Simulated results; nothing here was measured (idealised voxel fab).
Proc. module: voxel gate over fins
The figure presents cross-section cut, which has a width of 190 nm and is divided into square cells with an edge length of 5 nm.
Cross-section layout: square cells on a grid; listed as bands, top to bottom; a band spans one or more cell rows.
Look at the band entry: it leads with the top's height and the bottom's height in nm. Then it lists the materials left to right, with a width in nm for each. The word "full width" on a single material says that material fills the band edge to edge. The word "air" is empty space.
Height 0 is the level under which the wafer as received is all one material. The lowest band goes on downwards, as in "0 and below".
A width given as "30..40" starts at the first number in the band's top row and ends at the second number in its bottom row, shifting by an equal amount at every step from row to row.
Take "remained the same" at face value: in the step it is given for, the cross-section changed in none of its cells.
Entry "Closed cavities" = empty spaces >= 8 cells with no open way to the top; each as width x height at distance, distance from left edge, all nm.
Where a step's line continues beyond its settings, the continuation is a remark by the simulator itself on that step.
Each step line may optionally specify "overlay nm", which for a step with a mask gives the rightward distance between the mask's planned place and where it lay, a negative value indicating the leftward direction.

**The following list gives the planned process steps**
step 1: RECEIVE [material Si]
step 2: CONFORMAL_DEP [material SiN] [thk nm 5]
step 3: DIRECTIONAL_DEP [material aC] [thk nm 15]
step 4: PATTERN [tone cover] [mask id FINS] [material resist] [width nm 15] [pitch nm 40] [thk nm 30] [overlay nm 0]
step 5: DIRECTIONAL_ETCH [etch materials aC] [depth nm 15]
step 6: STRIP [etch materials resist]
step 7: DIRECTIONAL_ETCH [etch materials SiN] [depth nm 5]
step 8: DIRECTIONAL_ETCH [etch materials Si] [depth nm 35]
step 9: STRIP [etch materials aC]
step 10: FILL_DEP [material SiO2] [thk nm 15]
step 11: CMP [height nm 5]
step 12: SELECTIVE_ETCH [etch materials SiO2] [depth nm 15]
step 13: STRIP [etch materials SiN]
step 14: CONFORMAL_DEP [material HfO2] [thk nm 5]
step 15: CONFORMAL_DEP [material TiN] [thk nm 5]
step 16: FILL_DEP [material W] [thk nm 15]
step 17: CMP [height nm 20]
step 18: CONFORMAL_DEP [material SiN] [thk nm 10]

**First wafer out of two, processed as planned**

**Here's what the wafer looked like in cross-section when it arrived - that's after step 1**
  0 and below  Si full width
  Closed cavities: none

**Sectional view: wafer, after step 2**
  5 down to 0  SiN full width
  Below 0 it's all the same as before, nothing changed down there.

**Sectional view: wafer, after step 3**
  20 down to 5  aC full width
  Below 5 it's all the same as before, nothing changed down there.

**Sectional view: wafer, after step 4**
  50 down to 20  air: 65; resist: 15; air: 25; resist: 15; air: 70
  Below 20 it's all the same as before, nothing changed down there.

**Sectional view: wafer, after step 5**
  35 down to 20  air: 65; resist: 15; air: 25; resist: 15; air: 70
  20 down to 5  air: 65; aC: 15; air: 25; aC: 15; air: 70
  Below 5 it's all the same as before, nothing changed down there.

**Sectional view: wafer, after step 6**
  20 down to 5  air: 65; aC: 15; air: 25; aC: 15; air: 70
  Below 5 it's all the same as before, nothing changed down there.

**Sectional view: wafer, after step 7**
  20 down to 5  air: 65; aC: 15; air: 25; aC: 15; air: 70
  5 down to 0  air: 65; SiN: 15; air: 25; SiN: 15; air: 70
  Below 0 it's all the same as before, nothing changed down there.

**Sectional view: wafer, after step 8**
  20 down to 5  air: 65; aC: 15; air: 25; aC: 15; air: 70
  5 down to 0  air: 65; SiN: 15; air: 25; SiN: 15; air: 70
  0 down to -35  air: 65; Si: 15; air: 25; Si: 15; air: 70
  Below -35 it's all the same as before, nothing changed down there.

**Sectional view: wafer, after step 9**
  5 down to 0  air: 65; SiN: 15; air: 25; SiN: 15; air: 70
  Below 0 it's all the same as before, nothing changed down there.

**Sectional view: wafer, after step 10**
  20 down to 5  SiO2 full width
  5 down to 0  SiO2: 65; SiN: 15; SiO2: 25; SiN: 15; SiO2: 70
  0 down to -35  SiO2: 65; Si: 15; SiO2: 25; Si: 15; SiO2: 70
  Below -35 it's all the same as before, nothing changed down there.

**Sectional view: wafer, after step 11**
  5 down to 0  SiO2: 65; SiN: 15; SiO2: 25; SiN: 15; SiO2: 70
  Below 0 it's all the same as before, nothing changed down there.

**Sectional view: wafer, after step 12**
  5 down to 0  air: 65; SiN: 15; air: 25; SiN: 15; air: 70
  0 down to -10  air: 65; Si: 15; air: 25; Si: 15; air: 70
  Below -10 it's all the same as before, nothing changed down there.

**Sectional view: wafer, after step 13**
  0 down to -10  air: 65; Si: 15; air: 25; Si: 15; air: 70
  Below -10 it's all the same as before, nothing changed down there.

**Sectional view: wafer, after step 14**
  5 down to 0  air: 60; HfO2: 25; air: 15; HfO2: 25; air: 65
  0 down to -5  air: 60; HfO2: 5; Si: 15; HfO2: 5; air: 15; HfO2: 5; Si: 15; HfO2: 5; air: 65
  -5 down to -10  HfO2: 65; Si: 15; HfO2: 25; Si: 15; HfO2: 70
  Below -10 it's all the same as before, nothing changed down there.

**Sectional view: wafer, after step 15**
  10 down to 5  air: 55; TiN: 35; air: 5; TiN: 35; air: 60
  5 down to 0  air: 55; TiN: 5; HfO2: 25; TiN: 5; air: 5; TiN: 5; HfO2: 25; TiN: 5; air: 60
  0 down to -5  TiN: 60; HfO2: 5; Si: 15; HfO2: 5; TiN: 15; HfO2: 5; Si: 15; HfO2: 5; TiN: 65
  Below -5 it's all the same as before, nothing changed down there.

**Sectional view: wafer, after step 16**
  25 down to 10  W full width
  10 down to 5  W: 55; TiN: 35; W: 5; TiN: 35; W: 60
  5 down to 0  W: 55; TiN: 5; HfO2: 25; TiN: 5; W: 5; TiN: 5; HfO2: 25; TiN: 5; W: 60
  Below 0 it's all the same as before, nothing changed down there.

**Sectional view: wafer, after step 17**
  20 down to 10  W full width
  Below 10 it's all the same as before, nothing changed down there.

**Sectional view: wafer, after step 18**
  30 down to 20  SiN full width
  Below 20 it's all the same as before, nothing changed down there.

**Second of two: same start, same plan, one run error; steps up to and including 11 match the first**

**Second wafer, sectioned view, at step 12's planned end time**
  5 down to 0  air: 65; SiN: 15; air: 25; SiN: 15; air: 70
  0 down to -25  air: 65; Si: 15; air: 25; Si: 15; air: 70
  Below -25 it's all the same as before, nothing changed down there.

**Second wafer, sectioned view, at step 13's planned end time**
  0 down to -25  air: 65; Si: 15; air: 25; Si: 15; air: 70
  Below -25 it's all the same as before, nothing changed down there.

**Second wafer, sectioned view, at step 14's planned end time**
  5 down to 0  air: 60; HfO2: 25; air: 15; HfO2: 25; air: 65
  0 down to -20  air: 60; HfO2: 5; Si: 15; HfO2: 5; air: 15; HfO2: 5; Si: 15; HfO2: 5; air: 65
  -20 down to -25  HfO2: 65; Si: 15; HfO2: 25; Si: 15; HfO2: 70
  Below -25 it's all the same as before, nothing changed down there.

**Second wafer, sectioned view, at step 15's planned end time**
  10 down to 5  air: 55; TiN: 35; air: 5; TiN: 35; air: 60
  5 down to 0  air: 55; TiN: 5; HfO2: 25; TiN: 5; air: 5; TiN: 5; HfO2: 25; TiN: 5; air: 60
  0 down to -15  air: 55; TiN: 5; HfO2: 5; Si: 15; HfO2: 5; TiN: 5; air: 5; TiN: 5; HfO2: 5; Si: 15; HfO2: 5; TiN: 5; air: 60
  -15 down to -20  TiN: 60; HfO2: 5; Si: 15; HfO2: 5; TiN: 15; HfO2: 5; Si: 15; HfO2: 5; TiN: 65
  Below -20 it's all the same as before, nothing changed down there.

**Second wafer, sectioned view, at step 16's planned end time**
  25 down to 10  W full width
  10 down to 5  W: 55; TiN: 35; W: 5; TiN: 35; W: 60
  5 down to 0  W: 55; TiN: 5; HfO2: 25; TiN: 5; W: 5; TiN: 5; HfO2: 25; TiN: 5; W: 60
  0 down to -15  W: 55; TiN: 5; HfO2: 5; Si: 15; HfO2: 5; TiN: 5; W: 5; TiN: 5; HfO2: 5; Si: 15; HfO2: 5; TiN: 5; W: 60
  Below -15 it's all the same as before, nothing changed down there.

**Second wafer, sectioned view, at step 17's planned end time**
  20 down to 10  W full width
  Below 10 it's all the same as before, nothing changed down there.

**Second wafer, sectioned view, at step 18's planned end time**
  30 down to 20  SiN full width
  Below 20 it's all the same as before, nothing changed down there.
what went wrong: step 12 of the plan was executed twice over
In the final state, the cell counts of the second wafer exceed or fall short of those of the first for the following materials: +12 HfO2; -96 SiO2; +12 TiN; +72 W
